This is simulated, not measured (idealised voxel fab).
process module | voxel wiring stack
cross-section cut | 245 nm wide | cells 5 nm
A cross-section is a grid of square cells, given in bands from the top down. A band is one or more rows of cells.
Each band's line starts with the height of the band's top and of its bottom, in nm. Then come its materials from left to right, each with its width in nm. One material with "throughout" fills the band from edge to edge. "air" is empty space.
Height 0 is the level under which the wafer as received is all one material. The lowest band goes on downwards, as in "0 down".
A width such as "30 to 40" changes by the same amount from each row of cells to the next, from the band's top row to its bottom row.
"no change" after a step means that no cell of the cross-section changed.
closed voids: empty space of 8 cells or more with no open way to the top, each as width x height at its distance from the left edge, in nm
after a step's settings: what the simulator itself notes on the step
overlay nm, on a step with a mask: how far to the right of its planned place the mask lay; to the left if negative
plan
1 op RECEIVE | material Si
2 op CONFORMAL_DEP | material SiO2 | thk nm 10
3 op CONFORMAL_DEP | material SiCN | thk nm 5
4 op DIRECTIONAL_DEP | material SiO2 | thk nm 20
5 op MASKED_ETCH | tone open | mask id METAL_1 | width nm 30 | pitch nm 60 | etch materials SiO2 | depth nm 20 | overlay nm 0
6 op MASKED_ETCH | tone open | mask id METAL_1 | width nm 30 | pitch nm 60 | etch materials SiCN | depth nm 5 | overlay nm 0
7 op CONFORMAL_DEP | material TiN | thk nm 5
8 op FILL_DEP | material W | thk nm 10
9 op CMP | height nm 35
10 op CONFORMAL_DEP | material SiCN | thk nm 5
11 op DIRECTIONAL_DEP | material lowk | thk nm 20
12 op PATTERN | tone open | mask id PLUG_1 | material resist | width nm 15 | pitch nm 60 | thk nm 15 | overlay nm 0
13 op DIRECTIONAL_ETCH | etch materials lowk | depth nm 20
14 op DIRECTIONAL_ETCH | etch materials SiCN | depth nm 5
15 op STRIP | etch materials resist
16 op EPI | material Ru | thk nm 10
17 op EPI | material Ru | thk nm 10
18 op EPI | material Ru | thk nm 5
19 op DIRECTIONAL_DEP | material TiN | thk nm 5
20 op DIRECTIONAL_DEP | material Ru | thk nm 25
21 op PATTERN | tone cover | mask id METAL_2 | material resist | width nm 30 | pitch nm 60 | thk nm 15 | overlay nm 0
22 op DIRECTIONAL_ETCH | etch materials Ru | depth nm 25
23 op DIRECTIONAL_ETCH | etch materials TiN | depth nm 5
24 op STRIP | etch materials resist
25 op FILL_DEP | material lowk | thk nm 10
26 op CMP | height nm 90
27 op CONFORMAL_DEP | material SiCN | thk nm 5
28 op DIRECTIONAL_DEP | material SiO2 | thk nm 30
29 op PATTERN | tone open | mask id METAL_3 | material resist | width nm 30 | pitch nm 60 | thk nm 20 | overlay nm 0
30 op DIRECTIONAL_ETCH | etch materials SiO2 | depth nm 20
31 op STRIP | etch materials resist
32 op PATTERN | tone open | mask id METAL_3_HOLES | material resist | width nm 15 | pitch nm 60 | thk nm 15 | overlay nm 0
33 op DIRECTIONAL_ETCH | etch materials SiO2 | depth nm 10
34 op DIRECTIONAL_ETCH | etch materials SiCN | depth nm 5
35 op STRIP | etch materials resist
36 op CONFORMAL_DEP | material TiN | thk nm 5
37 op FILL_DEP | material Ru | thk nm 5
38 op CMP | height nm 125
39 op CONFORMAL_DEP | material SiCN | thk nm 5
first wafer, as planned
as received, after step 1
  0 down: Si throughout
  closed voids: none
after step 2
  10 to 0: SiO2 throughout
  below 0: unchanged
after step 3
  15 to 10: SiCN throughout
  below 10: unchanged
after step 4
  35 to 15: SiO2 throughout
  below 15: unchanged
after step 5
  35 to 15: SiO2 45 | air 30 | SiO2 30 | air 30 | SiO2 30 | air 30 | SiO2 50
  below 15: unchanged
after step 6
  35 to 15: SiO2 45 | air 30 | SiO2 30 | air 30 | SiO2 30 | air 30 | SiO2 50
  15 to 10: SiCN 45 | air 30 | SiCN 30 | air 30 | SiCN 30 | air 30 | SiCN 50
  below 10: unchanged
after step 7
  40 to 35: TiN 50 | air 20 | TiN 40 | air 20 | TiN 40 | air 20 | TiN 55
  35 to 15: SiO2 45 | TiN 5 | air 20 | TiN 5 | SiO2 30 | TiN 5 | air 20 | TiN 5 | SiO2 30 | TiN 5 | air 20 | TiN 5 | SiO2 50
  15 to 10: SiCN 45 | TiN 30 | SiCN 30 | TiN 30 | SiCN 30 | TiN 30 | SiCN 50
  below 10: unchanged
after step 8
  50 to 40: W throughout
  40 to 35: TiN 50 | W 20 | TiN 40 | W 20 | TiN 40 | W 20 | TiN 55
  35 to 15: SiO2 45 | TiN 5 | W 20 | TiN 5 | SiO2 30 | TiN 5 | W 20 | TiN 5 | SiO2 30 | TiN 5 | W 20 | TiN 5 | SiO2 50
  below 15: unchanged
after step 9
  35 to 15: SiO2 45 | TiN 5 | W 20 | TiN 5 | SiO2 30 | TiN 5 | W 20 | TiN 5 | SiO2 30 | TiN 5 | W 20 | TiN 5 | SiO2 50
  below 15: unchanged
after step 10
  40 to 35: SiCN throughout
  below 35: unchanged
after step 11
  60 to 40: lowk throughout
  below 40: unchanged
after step 12
  75 to 60: resist 45 | air 15 | resist 45 | air 15 | resist 45 | air 15 | resist 65
  below 60: unchanged
after step 13
  75 to 60: resist 45 | air 15 | resist 45 | air 15 | resist 45 | air 15 | resist 65
  60 to 40: lowk 45 | air 15 | lowk 45 | air 15 | lowk 45 | air 15 | lowk 65
  below 40: unchanged
after step 14
  75 to 60: resist 45 | air 15 | resist 45 | air 15 | resist 45 | air 15 | resist 65
  60 to 40: lowk 45 | air 15 | lowk 45 | air 15 | lowk 45 | air 15 | lowk 65
  40 to 35: SiCN 45 | air 15 | SiCN 45 | air 15 | SiCN 45 | air 15 | SiCN 65
  below 35: unchanged
after step 15
  60 to 40: lowk 45 | air 15 | lowk 45 | air 15 | lowk 45 | air 15 | lowk 65
  below 40: unchanged
after step 16
  60 to 45: lowk 45 | air 15 | lowk 45 | air 15 | lowk 45 | air 15 | lowk 65
  45 to 40: lowk 45 | Ru 15 | lowk 45 | Ru 15 | lowk 45 | Ru 15 | lowk 65
  40 to 35: SiCN 45 | Ru 15 | SiCN 45 | Ru 15 | SiCN 45 | Ru 15 | SiCN 65
  below 35: unchanged
after step 17
  60 to 55: lowk 45 | air 15 | lowk 45 | air 15 | lowk 45 | air 15 | lowk 65
  55 to 40: lowk 45 | Ru 15 | lowk 45 | Ru 15 | lowk 45 | Ru 15 | lowk 65
  below 40: unchanged
after step 18
  60 to 40: lowk 45 | Ru 15 | lowk 45 | Ru 15 | lowk 45 | Ru 15 | lowk 65
  below 40: unchanged
after step 19
  65 to 60: TiN throughout
  below 60: unchanged
after step 20
  90 to 65: Ru throughout
  below 65: unchanged
after step 21
  105 to 90: air 45 | resist 30 | air 30 | resist 30 | air 30 | resist 30 | air 50
  below 90: unchanged
after step 22
  105 to 90: air 45 | resist 30 | air 30 | resist 30 | air 30 | resist 30 | air 50
  90 to 65: air 45 | Ru 30 | air 30 | Ru 30 | air 30 | Ru 30 | air 50
  below 65: unchanged
after step 23
  105 to 90: air 45 | resist 30 | air 30 | resist 30 | air 30 | resist 30 | air 50
  90 to 65: air 45 | Ru 30 | air 30 | Ru 30 | air 30 | Ru 30 | air 50
  65 to 60: air 45 | TiN 30 | air 30 | TiN 30 | air 30 | TiN 30 | air 50
  below 60: unchanged
after step 24
  90 to 65: air 45 | Ru 30 | air 30 | Ru 30 | air 30 | Ru 30 | air 50
  below 65: unchanged
after step 25
  100 to 90: lowk throughout
  90 to 65: lowk 45 | Ru 30 | lowk 30 | Ru 30 | lowk 30 | Ru 30 | lowk 50
  65 to 60: lowk 45 | TiN 30 | lowk 30 | TiN 30 | lowk 30 | TiN 30 | lowk 50
  below 60: unchanged
after step 26
  90 to 65: lowk 45 | Ru 30 | lowk 30 | Ru 30 | lowk 30 | Ru 30 | lowk 50
  below 65: unchanged
after step 27
  95 to 90: SiCN throughout
  below 90: unchanged
after step 28
  125 to 95: SiO2 throughout
  below 95: unchanged
after step 29
  145 to 125: resist 45 | air 30 | resist 30 | air 30 | resist 30 | air 30 | resist 50
  below 125: unchanged
after step 30
  145 to 125: resist 45 | air 30 | resist 30 | air 30 | resist 30 | air 30 | resist 50
  125 to 105: SiO2 45 | air 30 | SiO2 30 | air 30 | SiO2 30 | air 30 | SiO2 50
  below 105: unchanged
after step 31
  125 to 105: SiO2 45 | air 30 | SiO2 30 | air 30 | SiO2 30 | air 30 | SiO2 50
  below 105: unchanged
after step 32
  140 to 125: resist 45 | air 15 | resist 45 | air 15 | resist 45 | air 15 | resist 65
  125 to 105: SiO2 45 | air 15 | resist 15 | SiO2 30 | air 15 | resist 15 | SiO2 30 | air 15 | resist 15 | SiO2 50
  below 105: unchanged
after step 33
  140 to 125: resist 45 | air 15 | resist 45 | air 15 | resist 45 | air 15 | resist 65
  125 to 105: SiO2 45 | air 15 | resist 15 | SiO2 30 | air 15 | resist 15 | SiO2 30 | air 15 | resist 15 | SiO2 50
  105 to 95: SiO2 45 | air 15 | SiO2 45 | air 15 | SiO2 45 | air 15 | SiO2 65
  below 95: unchanged
after step 34
  140 to 125: resist 45 | air 15 | resist 45 | air 15 | resist 45 | air 15 | resist 65
  125 to 105: SiO2 45 | air 15 | resist 15 | SiO2 30 | air 15 | resist 15 | SiO2 30 | air 15 | resist 15 | SiO2 50
  105 to 95: SiO2 45 | air 15 | SiO2 45 | air 15 | SiO2 45 | air 15 | SiO2 65
  95 to 90: SiCN 45 | air 15 | SiCN 45 | air 15 | SiCN 45 | air 15 | SiCN 65
  below 90: unchanged
after step 35
  125 to 105: SiO2 45 | air 30 | SiO2 30 | air 30 | SiO2 30 | air 30 | SiO2 50
  below 105: unchanged
after step 36
  130 to 125: TiN 50 | air 20 | TiN 40 | air 20 | TiN 40 | air 20 | TiN 55
  125 to 110: SiO2 45 | TiN 5 | air 20 | TiN 5 | SiO2 30 | TiN 5 | air 20 | TiN 5 | SiO2 30 | TiN 5 | air 20 | TiN 5 | SiO2 50
  110 to 105: SiO2 45 | TiN 5 | air 5 | TiN 20 | SiO2 30 | TiN 5 | air 5 | TiN 20 | SiO2 30 | TiN 5 | air 5 | TiN 20 | SiO2 50
  105 to 95: SiO2 45 | TiN 5 | air 5 | TiN 5 | SiO2 45 | TiN 5 | air 5 | TiN 5 | SiO2 45 | TiN 5 | air 5 | TiN 5 | SiO2 65
  95 to 90: SiCN 45 | TiN 15 | SiCN 45 | TiN 15 | SiCN 45 | TiN 15 | SiCN 65
  below 90: unchanged
after step 37
  135 to 130: Ru throughout
  130 to 125: TiN 50 | Ru 20 | TiN 40 | Ru 20 | TiN 40 | Ru 20 | TiN 55
  125 to 110: SiO2 45 | TiN 5 | Ru 20 | TiN 5 | SiO2 30 | TiN 5 | Ru 20 | TiN 5 | SiO2 30 | TiN 5 | Ru 20 | TiN 5 | SiO2 50
  110 to 105: SiO2 45 | TiN 5 | Ru 5 | TiN 20 | SiO2 30 | TiN 5 | Ru 5 | TiN 20 | SiO2 30 | TiN 5 | Ru 5 | TiN 20 | SiO2 50
  105 to 95: SiO2 45 | TiN 5 | Ru 5 | TiN 5 | SiO2 45 | TiN 5 | Ru 5 | TiN 5 | SiO2 45 | TiN 5 | Ru 5 | TiN 5 | SiO2 65
  below 95: unchanged
after step 38
  125 to 110: SiO2 45 | TiN 5 | Ru 20 | TiN 5 | SiO2 30 | TiN 5 | Ru 20 | TiN 5 | SiO2 30 | TiN 5 | Ru 20 | TiN 5 | SiO2 50
  below 110: unchanged
after step 39
  130 to 125: SiCN throughout
  below 125: unchanged
second wafer: like start, like plan, one mistake. Through step 26 it matches the first wafer
when step 27 should have ended
  120 to 90: SiO2 throughout
  below 90: unchanged
when step 28 should have ended
  125 to 120: SiCN throughout
  below 120: unchanged
when step 29 should have ended
  145 to 125: resist 45 | air 30 | resist 30 | air 30 | resist 30 | air 30 | resist 50
  below 125: unchanged
when step 30 should have ended: no change
when step 31 should have ended
  125 to 120: SiCN throughout
  below 120: unchanged
when step 32 should have ended
  140 to 125: resist 45 | air 15 | resist 45 | air 15 | resist 45 | air 15 | resist 65
  below 125: unchanged
when step 33 should have ended: no change
when step 34 should have ended
  140 to 125: resist 45 | air 15 | resist 45 | air 15 | resist 45 | air 15 | resist 65
  125 to 120: SiCN 45 | air 15 | SiCN 45 | air 15 | SiCN 45 | air 15 | SiCN 65
  below 120: unchanged
when step 35 should have ended
  125 to 120: SiCN 45 | air 15 | SiCN 45 | air 15 | SiCN 45 | air 15 | SiCN 65
  below 120: unchanged
when step 36 should have ended
  130 to 125: TiN 50 | air 5 | TiN 55 | air 5 | TiN 55 | air 5 | TiN 70
  125 to 120: SiCN 45 | TiN 15 | SiCN 45 | TiN 15 | SiCN 45 | TiN 15 | SiCN 65
  below 120: unchanged
when step 37 should have ended
  135 to 130: Ru throughout
  130 to 125: TiN 50 | Ru 5 | TiN 55 | Ru 5 | TiN 55 | Ru 5 | TiN 70
  below 125: unchanged
when step 38 should have ended
  125 to 120: SiCN 45 | TiN 15 | SiCN 45 | TiN 15 | SiCN 45 | TiN 15 | SiCN 65
  below 120: unchanged
when step 39 should have ended
  130 to 125: SiCN throughout
  below 125: unchanged
what went wrong: steps 27 and 28 were swapped
at the end the second wafer has, in cells: 45 fewer of Ru | 90 more of SiO2 | 45 fewer of TiN
